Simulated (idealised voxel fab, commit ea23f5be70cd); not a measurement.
Process module, titled voxel released beams
The cross-section shown here is cut; it is 175 nm wide and divided into square cells measuring 5 nm on a side.
Bands, listed from the top down, are how a cross-section gets written in this document; the cross-section itself is a grid of square cells, and a band is one or more rows of them.
Look at the band entry: it leads with the top's height and the bottom's height in nm. Then it lists the materials left to right, with a width in nm for each. The word "full width" on a single material says that material fills the band edge to edge. The word "blank" is empty space.
A quick word on heights: they are counted from 0, and under that level the wafer as it came to us is one material throughout. The lowest band is different from the rest in having no bottom; it simply continues downward, written as in "0..down".
The notation "30 to 40" denotes a width that varies across the rows of cells in the band, beginning at the first number in the top row, finishing at the second number in the bottom row, and changing by an identical amount from each row to the next.
It should be understood that the words "no alterations made", when stated for a given step, signify that the cross-section underwent no change in any of its cells during that step.
Reported under the label "Closed void register" are the empty spaces having no open way to the top and comprising 8 cells or more; the notation for each is width x height at distance, in which the distance is measured from the left edge and all three values are in nm.
Past the settings on a step's line: simulator remark, on that step.
overlay nm: on a step with a mask, how far right of its planned place the mask lay; negative means left.

plan
1: RECEIVE: material Si
2: CONFORMAL_DEP: material SiN, thk nm 5
3: DIRECTIONAL_DEP: material SiO2, thk nm 15
4: PATTERN: tone open, mask id ANCHOR, material resist, width nm 35, thk nm 15, overlay nm 0
5: DIRECTIONAL_ETCH: etch materials SiO2, depth nm 15
6: STRIP: etch materials resist
7: CONFORMAL_DEP: material W, thk nm 15
8: DIRECTIONAL_DEP: material aC, thk nm 10
9: PATTERN: tone cover, mask id BEAM, material resist, width nm 120, thk nm 25, overlay nm 0
10: DIRECTIONAL_ETCH: etch materials aC, depth nm 10
11: STRIP: etch materials resist
12: DIRECTIONAL_ETCH: etch materials W, depth nm 15
13: STRIP: etch materials aC
14: STRIP: etch materials SiO2

First wafer of two (run as planned)

Delivered wafer in cross-section: state after step 1
0..down: Si full width
Closed void register: none

Sectional view: wafer, after step 2
5..0: SiN full width
Note: structure below 0 unchanged.

Sectional view: wafer, after step 3
20..5: SiO2 full width
Note: structure below 5 unchanged.

Sectional view: wafer, after step 4
35..20: resist=30, then blank=35, then resist=110
Note: structure below 20 unchanged.

Sectional view: wafer, after step 5
35..20: resist=30, then blank=35, then resist=110
20..5: SiO2=30, then blank=35, then SiO2=110
Note: structure below 5 unchanged.

Sectional view: wafer, after step 6
20..5: SiO2=30, then blank=35, then SiO2=110
Note: structure below 5 unchanged.

Sectional view: wafer, after step 7
35..20: W=45, then blank=5, then W=125
20..5: SiO2=30, then W=35, then SiO2=110
Note: structure below 5 unchanged.

Sectional view: wafer, after step 8
45..35: aC=45, then blank=5, then aC=125
35..30: W=45, then blank=5, then W=125
30..20: W=45, then aC=5, then W=125
Note: structure below 20 unchanged.

Sectional view: wafer, after step 9
70..45: blank=25, then resist=120, then blank=30
45..35: aC=45, then resist=5, then aC=125
35..30: W=45, then resist=5, then W=125
Note: structure below 30 unchanged.

Sectional view: wafer, after step 10
60..45: blank=25, then resist=120, then blank=30
45..35: blank=25, then aC=20, then resist=5, then aC=95, then blank=30
Note: structure below 35 unchanged.

Sectional view: wafer, after step 11
45..35: blank=25, then aC=20, then blank=5, then aC=95, then blank=30
35..30: W=45, then blank=5, then W=125
Note: structure below 30 unchanged.

Sectional view: wafer, after step 12
45..35: blank=25, then aC=20, then blank=5, then aC=95, then blank=30
35..30: blank=25, then W=20, then blank=5, then W=95, then blank=30
30..20: blank=25, then W=20, then aC=5, then W=95, then blank=30
Note: structure below 20 unchanged.

Sectional view: wafer, after step 13
35..20: blank=25, then W=20, then blank=5, then W=95, then blank=30
Note: structure below 20 unchanged.

Sectional view: wafer, after step 14
35..20: blank=25, then W=20, then blank=5, then W=95, then blank=30
20..5: blank=30, then W=35, then blank=110
Note: structure below 5 unchanged.

What follows concerns the second wafer, which started out like the first and was meant to follow the very same plan; one mistake crept in when it was run, but everything up to and including step 2 is the same as for the first wafer

Cross-section: second wafer, time at which step 3 was scheduled to end
10..5: SiO2 full width
Note: structure below 5 unchanged.

Cross-section: second wafer, time at which step 4 was scheduled to end
25..10: resist=30, then blank=35, then resist=110
Note: structure below 10 unchanged.

Cross-section: second wafer, time at which step 5 was scheduled to end
25..10: resist=30, then blank=35, then resist=110
10..5: SiO2=30, then blank=35, then SiO2=110
Note: structure below 5 unchanged.

Cross-section: second wafer, time at which step 6 was scheduled to end
10..5: SiO2=30, then blank=35, then SiO2=110
Note: structure below 5 unchanged.

Cross-section: second wafer, time at which step 7 was scheduled to end
25..20: W=45, then blank=5, then W=125
20..10: W full width
10..5: SiO2=30, then W=35, then SiO2=110
Note: structure below 5 unchanged.

Cross-section: second wafer, time at which step 8 was scheduled to end
35..30: aC=45, then blank=5, then aC=125
30..25: aC full width
25..20: W=45, then aC=5, then W=125
Note: structure below 20 unchanged.

Cross-section: second wafer, time at which step 9 was scheduled to end
60..35: blank=25, then resist=120, then blank=30
35..30: aC=45, then resist=5, then aC=125
Note: structure below 30 unchanged.

Cross-section: second wafer, time at which step 10 was scheduled to end
50..35: blank=25, then resist=120, then blank=30
35..30: blank=25, then aC=20, then resist=5, then aC=95, then blank=30
30..25: blank=25, then aC=120, then blank=30
Note: structure below 25 unchanged.

Cross-section: second wafer, time at which step 11 was scheduled to end
35..30: blank=25, then aC=20, then blank=5, then aC=95, then blank=30
Note: structure below 30 unchanged.

Cross-section: second wafer, time at which step 12 was scheduled to end
35..30: blank=25, then aC=20, then blank=5, then aC=95, then blank=30
30..25: blank=25, then aC=120, then blank=30
25..20: blank=25, then W=20, then aC=5, then W=95, then blank=30
20..10: blank=25, then W=120, then blank=30
Note: structure below 10 unchanged.

Cross-section: second wafer, time at which step 13 was scheduled to end
25..20: blank=25, then W=20, then blank=5, then W=95, then blank=30
Note: structure below 20 unchanged.

Cross-section: second wafer, time at which step 14 was scheduled to end
25..20: blank=25, then W=20, then blank=5, then W=95, then blank=30
20..10: blank=25, then W=120, then blank=30
10..5: blank=30, then W=35, then blank=110
Note: structure below 5 unchanged.
What was the processing mistake? step 3, actual vs plan mismatch, actual run DIRECTIONAL_DEP: material SiO2, thk nm 5
Counted in cells at the end, the second wafer holds more or fewer of these materials than the first: 12 fewer of W
